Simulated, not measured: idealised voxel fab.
Proc. module: voxel transistor to metal
This is section cut - it's 175 nm across, gridded in 5 nm square cells.
Notation: cross-section as square-cell grid; stated in bands, top first, going down; one or more cell rows per band.
In this notation a band is specified by the heights of its top and bottom, in that order and in nm, after which its materials appear from left to right, each paired with its width in nm. The word "edge to edge" attached to a single material means that material fills the band from edge to edge; the word "empty" stands for empty space.
Height 0 is the level under which the wafer as received is all one material. The lowest band goes on downwards, as in "0 down".
Per-row width for "30 to 40": begins at first number (top row of band), ends at second number (bottom row), increment between rows held constant.
Where the words "remains unaltered" appear for a step, the cross-section shows no cell changed by that step; every cell remained as before.
For the entry "Internal closed voids", the listed items are empty spaces with no open way to the top whose size is 8 cells or more; each item follows the pattern width x height at distance, where distance is from the left edge and all three are in nm.
Whatever follows a step's settings on its line is a remark the simulator itself makes about that step.
overlay nm: how far to the right of its planned place the mask lay on this masked step (negative: to the left).

The process steps that were planned are listed below
- 1: RECEIVE | material Si
- 2: OXIDIZE | depth nm 5
- 3: CONFORMAL_DEP | material SiN | thk nm 15
- 4: DIRECTIONAL_DEP | material aC | thk nm 10
- 5: PATTERN | tone cover | mask id ACTIVE | material resist | width nm 105 | thk nm 30 | overlay nm 0
- 6: DIRECTIONAL_ETCH | etch materials aC | depth nm 10
- 7: STRIP | etch materials resist
- 8: DIRECTIONAL_ETCH | etch materials SiN | depth nm 15
- 9: DIRECTIONAL_ETCH | etch materials SiO2 | depth nm 5
- 10: DIRECTIONAL_ETCH | etch materials Si | depth nm 35
- 11: STRIP | etch materials aC
- 12: OXIDIZE | depth nm 5
- 13: FILL_DEP | material SiO2 | thk nm 5
- 14: CMP | height nm 15
- 15: SELECTIVE_ETCH | etch materials SiO2 | depth nm 5
- 16: STRIP | etch materials SiN
- 17: SELECTIVE_ETCH | etch materials SiO2 | depth nm 5
- 18: OXIDIZE | depth nm 5
- 19: DIRECTIONAL_DEP | material polySi | thk nm 25
- 20: DIRECTIONAL_DEP | material SiCN | thk nm 10
- 21: PATTERN | tone cover | mask id GATE | material resist | width nm 15 | thk nm 20 | overlay nm 0
- 22: DIRECTIONAL_ETCH | etch materials SiCN | depth nm 20
- 23: DIRECTIONAL_ETCH | etch materials polySi | depth nm 35
- 24: STRIP | etch materials resist
- 25: CONFORMAL_DEP | material SiO2 | thk nm 5
- 26: DIRECTIONAL_ETCH | etch materials SiO2 | depth nm 5
- 27: CONFORMAL_DEP | material SiN | thk nm 5
- 28: DIRECTIONAL_ETCH | etch materials SiN | depth nm 5
- 29: DIRECTIONAL_ETCH | etch materials SiO2 | depth nm 5
- 30: DIRECTIONAL_ETCH | etch materials Si | depth nm 5
- 31: EPI | material pSi | thk nm 5
- 32: FILL_DEP | material SiO2 | thk nm 5
- 33: CMP | height nm 30
- 34: DIRECTIONAL_DEP | material SiO2 | thk nm 15
- 35: DIRECTIONAL_DEP | material aC | thk nm 10
- 36: PATTERN | tone open | mask id CONTACT | material resist | width nm 30 | pitch nm 55 | thk nm 30 | overlay nm 0
- 37: DIRECTIONAL_ETCH | etch materials aC | depth nm 10
- 38: STRIP | etch materials resist
- 39: DIRECTIONAL_ETCH | etch materials SiO2 | depth nm 55
- 40: STRIP | etch materials aC
- 41: CONFORMAL_DEP | material TiN | thk nm 5
- 42: FILL_DEP | material W | thk nm 5
- 43: CMP | height nm 45
- 44: CONFORMAL_DEP | material SiN | thk nm 5
- 45: DIRECTIONAL_DEP | material SiO2 | thk nm 15
- 46: PATTERN | tone open | mask id METAL_1 | material resist | width nm 20 | pitch nm 65 | thk nm 20 | overlay nm 0
- 47: DIRECTIONAL_ETCH | etch materials SiO2 | depth nm 15
- 48: DIRECTIONAL_ETCH | etch materials SiN | depth nm 5
- 49: STRIP | etch materials resist
- 50: CONFORMAL_DEP | material TiN | thk nm 5
- 51: FILL_DEP | material Ru | thk nm 5
- 52: CMP | height nm 65
- 53: EPI | material Ru | thk nm 5
- 54: FILL_DEP | material SiCN | thk nm 5

As-received wafer cross-section (after step 1)
    0 down  Si edge to edge
    Internal closed voids: none

Here's the cross-section of the first of our two wafers at the end of the module - it ran as planned
    75 to 70  SiCN edge to edge
    70 to 65  40 of SiCN / 30 of Ru / 35 of SiCN / 30 of Ru / 40 of SiCN
    65 to 50  45 of SiO2 / 5 of TiN / 10 of Ru / 5 of TiN / 45 of SiO2 / 5 of TiN / 10 of Ru / 5 of TiN / 45 of SiO2
    50 to 45  45 of SiN / 20 of TiN / 45 of SiN / 20 of TiN / 45 of SiN
    45 to 35  45 of SiO2 / 5 of TiN / 20 of W / 5 of TiN / 25 of SiO2 / 5 of TiN / 20 of W / 5 of TiN / 45 of SiO2
    35 to 30  45 of SiO2 / 5 of TiN / 15 of W / 10 of TiN / 25 of SiO2 / 10 of TiN / 15 of W / 5 of TiN / 45 of SiO2
    30 to 20  45 of SiO2 / 5 of TiN / 15 of W / 5 of TiN / 5 of SiN / 5 of SiO2 / 15 of SiCN / 5 of SiO2 / 5 of SiN / 5 of TiN / 15 of W / 5 of TiN / 45 of SiO2
    20 to 5  45 of SiO2 / 5 of TiN / 15 of W / 5 of TiN / 5 of SiN / 5 of SiO2 / 15 of polySi / 5 of SiO2 / 5 of SiN / 5 of TiN / 15 of W / 5 of TiN / 45 of SiO2
    5 to -5  35 of SiO2 / 5 of SiN / 5 of SiO2 / 5 of TiN / 15 to 10 of W / 5 to 10 of TiN / 5 of SiN / 5 of SiO2 / 15 of polySi / 5 of SiO2 / 5 of SiN / 5 to 10 of TiN / 15 to 10 of W / 5 of TiN / 5 of SiO2 / 5 of SiN / 35 of SiO2
    -5 to -10  45 of SiO2 / 20 of TiN / 5 of pSi / 35 of SiO2 / 5 of pSi / 20 of TiN / 45 of SiO2
    -10 to -15  40 of SiO2 / 30 of pSi / 35 of Si / 30 of pSi / 40 of SiO2
    -15 to -45  40 of SiO2 / 95 of Si / 40 of SiO2
    -45 down  Si edge to edge
    Internal closed voids: none

What the second wafer looks like in cross-section once the module is done. Its start and its plan matched the first wafer's exactly; what differed was one mistake in how it was run
    75 to 70  SiCN edge to edge
    70 to 65  40 of SiCN / 30 of Ru / 35 of SiCN / 30 of Ru / 40 of SiCN
    65 to 50  45 of SiO2 / 5 of TiN / 10 of Ru / 5 of TiN / 45 of SiO2 / 5 of TiN / 10 of Ru / 5 of TiN / 45 of SiO2
    50 to 45  45 of SiN / 20 of TiN / 45 of SiN / 20 of TiN / 45 of SiN
    45 to 35  45 of SiO2 / 5 of TiN / 20 of W / 5 of TiN / 25 of SiO2 / 5 of TiN / 20 of W / 5 of TiN / 45 of SiO2
    35 to 30  45 of SiO2 / 5 of TiN / 15 of W / 10 of TiN / 25 of SiO2 / 10 of TiN / 15 of W / 5 of TiN / 45 of SiO2
    30 to 5  45 of SiO2 / 5 of TiN / 15 of W / 5 of TiN / 5 of SiN / 5 of SiO2 / 15 of polySi / 5 of SiO2 / 5 of SiN / 5 of TiN / 15 of W / 5 of TiN / 45 of SiO2
    5 to -5  30 of SiO2 / 5 of SiN / 10 of SiO2 / 5 of TiN / 15 of W / 5 of TiN / 35 of SiO2 / 5 of TiN / 15 of W / 5 of TiN / 10 of SiO2 / 5 of SiN / 30 of SiO2
    -5 to -10  45 of SiO2 / 25 of TiN / 35 of SiO2 / 25 of TiN / 45 of SiO2
    -10 to -15  30 of pSi / 115 of SiO2 / 30 of pSi
    -15 to -45  30 of Si / 115 of SiO2 / 30 of Si
    -45 down  Si edge to edge
    Internal closed voids: none
Here's what went sideways: contrary to plan, step 5 was performed as PATTERN | tone open | mask id ACTIVE | material resist | width nm 105 | thk nm 30 | overlay nm 0
It is noted that, at the conclusion of processing, the second wafer exhibits a higher or lower cell count for certain materials relative to the first: -49 Si; -6 SiCN; -4 SiN; +59 SiO2; +2 W; -2 pSi
